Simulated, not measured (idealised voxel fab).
process module | voxel plated lines
cross-section cut | 225 nm wide | cells 5 nm
A cross-section is a grid of square cells, given in bands from the top down. A band is one or more rows of cells.
Each band's line starts with the height of the band's top and of its bottom, in nm. Then come its materials from left to right, each with its width in nm. One material with "throughout" fills the band from edge to edge. "air" is empty space.
Height 0 is the level under which the wafer as received is all one material. The lowest band goes on downwards, as in "0 down".
A width such as "30 to 40" changes by the same amount from each row of cells to the next, from the band's top row to its bottom row.
"no change" after a step means that no cell of the cross-section changed.
closed voids: empty space of 8 cells or more with no open way to the top, each as width x height at its distance from the left edge, in nm
after a step's settings: what the simulator itself notes on the step
overlay nm, on a step with a mask: how far to the right of its planned place the mask lay; to the left if negative
plan
1 op RECEIVE | material Si
2 op CONFORMAL_DEP | material SiN | thk nm 10
3 op DIRECTIONAL_DEP | material TiN | thk nm 5
4 op PATTERN | tone open | mask id LINES | material resist | width nm 30 | pitch nm 45 | thk nm 40 | overlay nm 0
5 op EPI | material Ru | thk nm 5
6 op EPI | material Ru | thk nm 10
7 op EPI | material Ru | thk nm 5
8 op STRIP | etch materials resist
9 op DIRECTIONAL_ETCH | etch materials TiN | depth nm 5
10 op CONFORMAL_DEP | material SiO2 | thk nm 10
first wafer, as planned
as received, after step 1
  0 down: Si throughout
  closed voids: none
after step 2
  10 to 0: SiN throughout
  below 0: unchanged
after step 3
  15 to 10: TiN throughout
  below 10: unchanged
after step 4
  55 to 15: resist 75 | air 30 | resist 15 | air 30 | resist 75
  below 15: unchanged
after step 5
  55 to 20: resist 75 | air 30 | resist 15 | air 30 | resist 75
  20 to 15: resist 75 | Ru 30 | resist 15 | Ru 30 | resist 75
  below 15: unchanged
after step 6
  55 to 30: resist 75 | air 30 | resist 15 | air 30 | resist 75
  30 to 15: resist 75 | Ru 30 | resist 15 | Ru 30 | resist 75
  below 15: unchanged
after step 7
  55 to 35: resist 75 | air 30 | resist 15 | air 30 | resist 75
  35 to 15: resist 75 | Ru 30 | resist 15 | Ru 30 | resist 75
  below 15: unchanged
after step 8
  35 to 15: air 75 | Ru 30 | air 15 | Ru 30 | air 75
  below 15: unchanged
after step 9
  35 to 15: air 75 | Ru 30 | air 15 | Ru 30 | air 75
  15 to 10: air 75 | TiN 30 | air 15 | TiN 30 | air 75
  below 10: unchanged
after step 10
  45 to 35: air 65 | SiO2 95 | air 65
  35 to 20: air 65 | SiO2 10 | Ru 30 | SiO2 15 | Ru 30 | SiO2 10 | air 65
  20 to 15: SiO2 75 | Ru 30 | SiO2 15 | Ru 30 | SiO2 75
  15 to 10: SiO2 75 | TiN 30 | SiO2 15 | TiN 30 | SiO2 75
  below 10: unchanged
second wafer: like start, like plan, one mistake. Through step 3 it matches the first wafer
when step 4 should have ended
  55 to 15: resist 80 | air 30 | resist 15 | air 30 | resist 70
  below 15: unchanged
when step 5 should have ended
  55 to 20: resist 80 | air 30 | resist 15 | air 30 | resist 70
  20 to 15: resist 80 | Ru 30 | resist 15 | Ru 30 | resist 70
  below 15: unchanged
when step 6 should have ended
  55 to 30: resist 80 | air 30 | resist 15 | air 30 | resist 70
  30 to 15: resist 80 | Ru 30 | resist 15 | Ru 30 | resist 70
  below 15: unchanged
when step 7 should have ended
  55 to 35: resist 80 | air 30 | resist 15 | air 30 | resist 70
  35 to 15: resist 80 | Ru 30 | resist 15 | Ru 30 | resist 70
  below 15: unchanged
when step 8 should have ended
  35 to 15: air 80 | Ru 30 | air 15 | Ru 30 | air 70
  below 15: unchanged
when step 9 should have ended
  35 to 15: air 80 | Ru 30 | air 15 | Ru 30 | air 70
  15 to 10: air 80 | TiN 30 | air 15 | TiN 30 | air 70
  below 10: unchanged
when step 10 should have ended
  45 to 35: air 70 | SiO2 95 | air 60
  35 to 20: air 70 | SiO2 10 | Ru 30 | SiO2 15 | Ru 30 | SiO2 10 | air 60
  20 to 15: SiO2 80 | Ru 30 | SiO2 15 | Ru 30 | SiO2 70
  15 to 10: SiO2 80 | TiN 30 | SiO2 15 | TiN 30 | SiO2 70
  below 10: unchanged
what went wrong: step 4 ran as: op PATTERN | tone open | mask id LINES | material resist | width nm 30 | pitch nm 45 | thk nm 40 | overlay nm 5
at the end the second wafer has, in cells: as many of each material as the first, in other places
